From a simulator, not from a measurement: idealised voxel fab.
Herein follows the process module entitled voxel capacitor over wiring.
The figure presents cross-section cut, which has a width of 225 nm and is divided into square cells with an edge length of 5 nm.
Throughout this document, each cross-section is represented as a grid of square cells and is presented as a sequence of bands enumerated from the top downward, where a band comprises one or more rows of cells.
Heights first: top, then bottom, in nm. Then materials, left to right, each with a width in nm. "throughout" on a single material: fills the band edge to edge. "air": empty space.
A quick word on heights: they are counted from 0, and under that level the wafer as it came to us is one material throughout. The lowest band is different from the rest in having no bottom; it simply continues downward, written as in "0 -> down".
A two-number width, for instance "30 to 40", indicates that the width is equal to the first number in the top row of the band and to the second number in the bottom row, and that it changes by a constant amount per row of cells.
What does "nothing altered" mean for a step? It means no cell of the cross-section changed in that step.
You'll see "Completely sealed voids" listing empty spaces that have no way open to the top, as long as they're 8 cells or more; the notation is width x height at distance, where the distance is from the left edge, and all of it is in nm.
Read whatever lies past the settings on a step's line as the simulator's own remark about the step.
On any step carrying a mask, the "overlay nm" setting, if present on the step's line, tells how far right of its planned place the mask lay; negative values point to the left.

-- The planned process steps are enumerated hereunder
1. RECEIVE,material Si
2. CONFORMAL_DEP,material SiO2,thk nm 10
3. CONFORMAL_DEP,material SiCN,thk nm 5
4. DIRECTIONAL_DEP,material SiO2,thk nm 20
5. PATTERN,tone open,mask id METAL_1,material resist,width nm 30,pitch nm 100,thk nm 20,overlay nm 0
6. DIRECTIONAL_ETCH,etch materials SiO2,depth nm 20
7. DIRECTIONAL_ETCH,etch materials SiCN,depth nm 5
8. STRIP,etch materials resist
9. CONFORMAL_DEP,material TiN,thk nm 5
10. FILL_DEP,material Cu,thk nm 10
11. CMP,height nm 35
12. EPI,material Ru,thk nm 5
13. FILL_DEP,material SiCN,thk nm 5
14. DIRECTIONAL_DEP,material lowk,thk nm 20
15. PATTERN,tone open,mask id PLUG_1,material resist,width nm 15,thk nm 20,overlay nm 0
16. DIRECTIONAL_ETCH,etch materials lowk,depth nm 20
17. DIRECTIONAL_ETCH,etch materials SiCN,depth nm 5
18. STRIP,etch materials resist
19. CONFORMAL_DEP,material TiN,thk nm 5
20. FILL_DEP,material W,thk nm 10
21. CMP,height nm 65
22. DIRECTIONAL_DEP,material TiN,thk nm 10
23. DIRECTIONAL_DEP,material Al2O3,thk nm 5
24. DIRECTIONAL_DEP,material TiN,thk nm 5
25. MASKED_ETCH,tone cover,mask id UPPER_PLATE,width nm 75,etch materials TiN,depth nm 5,overlay nm 0
26. MASKED_ETCH,tone cover,mask id UPPER_PLATE,width nm 75,etch materials Al2O3,depth nm 5,overlay nm 0
27. PATTERN,tone cover,mask id LOWER_PLATE,material resist,width nm 85,thk nm 15,overlay nm 0
28. DIRECTIONAL_ETCH,etch materials TiN,depth nm 10
29. STRIP,etch materials resist
30. FILL_DEP,material SiO2,thk nm 20
31. CMP,height nm 100
32. PATTERN,tone open,mask id PLUG_2,material resist,width nm 15,thk nm 15,overlay nm 0
33. DIRECTIONAL_ETCH,etch materials SiO2,depth nm 15
34. STRIP,etch materials resist
35. CONFORMAL_DEP,material TiN,thk nm 5
36. FILL_DEP,material W,thk nm 10
37. CMP,height nm 100
38. CONFORMAL_DEP,material SiN,thk nm 5

-- Step 1 complete: cross-section of the wafer as received
0 -> down | Si throughout
Completely sealed voids: none

-- Run as planned - first of the two wafers cross-sectioned at the end of the module
105 -> 100 | SiN throughout
100 -> 90 | SiO2=70, then TiN=5, then W=5, then TiN=5, then SiO2=140
90 -> 80 | SiO2=70 to 60, then TiN=15 to 75, then SiO2=140 to 90
80 -> 75 | SiO2=60, then Al2O3=75, then SiO2=90
75 -> 65 | SiO2=55, then TiN=85, then SiO2=85
65 -> 45 | lowk=60, then TiN=5, then W=5, then TiN=5, then lowk=150
45 -> 40 | SiCN=60, then TiN=15, then SiCN=150
40 -> 35 | SiCN=40, then Ru=40, then SiCN=60, then Ru=40, then SiCN=45
35 -> 15 | SiO2=45, then TiN=5, then Cu=20, then TiN=5, then SiO2=70, then TiN=5, then Cu=20, then TiN=5, then SiO2=50
15 -> 10 | SiCN=45, then TiN=30, then SiCN=70, then TiN=30, then SiCN=50
10 -> 0 | SiO2 throughout
0 -> down | Si throughout
Completely sealed voids: none

-- Cross-sectional image of the second wafer of the two following completion of the module. Starting state and process plan were the same as for the first wafer; one execution error occurred
105 -> 100 | SiN throughout
100 -> 90 | W=65, then TiN=5, then SiO2=15, then TiN=5, then W=135
90 -> 85 | TiN=70, then SiO2=15, then TiN=140
85 -> 80 | SiO2=60, then TiN=75, then SiO2=90
80 -> 75 | SiO2=60, then Al2O3=75, then SiO2=90
75 -> 65 | SiO2=55, then TiN=85, then SiO2=85
65 -> 45 | lowk=60, then TiN=5, then W=5, then TiN=5, then lowk=150
45 -> 40 | SiCN=60, then TiN=15, then SiCN=150
40 -> 35 | SiCN=40, then Ru=40, then SiCN=60, then Ru=40, then SiCN=45
35 -> 15 | SiO2=45, then TiN=5, then Cu=20, then TiN=5, then SiO2=70, then TiN=5, then Cu=20, then TiN=5, then SiO2=50
15 -> 10 | SiCN=45, then TiN=30, then SiCN=70, then TiN=30, then SiCN=50
10 -> 0 | SiO2 throughout
0 -> down | Si throughout
Completely sealed voids: none
Here's what went sideways: note that step 32 departed from the planned setting and was carried out as PATTERN,tone cover,mask id PLUG_2,material resist,width nm 15,thk nm 15,overlay nm 0
Heads up, by the end the second wafer has more or fewer cells of some materials compared to the first: SiO2: 117 fewer | TiN: 39 more | W: 78 more
